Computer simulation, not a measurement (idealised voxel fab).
Process module heading - voxel self aligned contacts
Section cut is 175 nm wide and gridded with 5 nm square cells.
Notation: cross-section as square-cell grid; stated in bands, top first, going down; one or more cell rows per band.
Quick guide to a band line: top height, bottom height (nm) up front; then every material left to right with its width in nm. Only one material and it's marked "full width"? Then it fills the band edge to edge. And "empty" just means empty space.
Heights are measured from 0, the level below which the as-received wafer is all one material; the lowest band has no bottom and continues downward, written as in "z 0 and below".
Graded width ("30..40"): value in top row of band = first number; value in bottom row = second number; row-to-row change constant.
Basically "remained unchanged" means that step didn't change any cell in the cross-section.
Heads up: "Voids, fully enclosed" only lists the empty pockets with no open path to the top that are 8 cells or more, and it writes them as width x height at distance, distance from the left edge, in nm.
On each step's line, the part that comes after the settings is the simulator's own comment on the step.
overlay nm: mask right of planned place by this much (step with mask). Neg. = left.
Set out below are the planned steps of the process:
- 1: RECEIVE with material Si
- 2: OXIDIZE with depth nm 5
- 3: DIRECTIONAL_DEP with material polySi, thk nm 25
- 4: DIRECTIONAL_DEP with material SiN, thk nm 20
- 5: MASKED_ETCH with tone cover, mask id GATE, width nm 25, pitch nm 65, etch materials SiN, depth nm 20, overlay nm 0
- 6: MASKED_ETCH with tone cover, mask id GATE, width nm 25, pitch nm 65, etch materials polySi, depth nm 25, overlay nm 0
- 7: CONFORMAL_DEP with material SiN, thk nm 10
- 8: DIRECTIONAL_ETCH with etch materials SiN, depth nm 10
- 9: FILL_DEP with material SiO2, thk nm 10
- 10: CMP with height nm 50
- 11: PATTERN with tone open, mask id CONTACT, material resist, width nm 50, thk nm 15, overlay nm 0
- 12: DIRECTIONAL_ETCH with etch materials SiO2, depth nm 55
- 13: STRIP with etch materials resist
- 14: CONFORMAL_DEP with material TiN, thk nm 5
- 15: FILL_DEP with material W, thk nm 10
- 16: CMP with height nm 50
- 17: CONFORMAL_DEP with material SiCN, thk nm 5
The cross-section here shows the wafer as received, i.e. in its state after step 1:
> z 0 and below | Si full width
> Voids, fully enclosed: none
End-of-module cross-section. Starting structure and process plan as above; one mistake made in running it:
> z 55 to 50 | SiCN full width
> z 50 to 45 | SiO2=30  SiN=45  TiN=20  SiN=45  SiO2=35
> z 45 to 25 | SiN full width
> z 25 to 0 | polySi full width
> z 0 to -5 | SiO2 full width
> z -5 and below | Si full width
> Voids, fully enclosed: none
Here's what went sideways: step 4 of the plan was performed twice
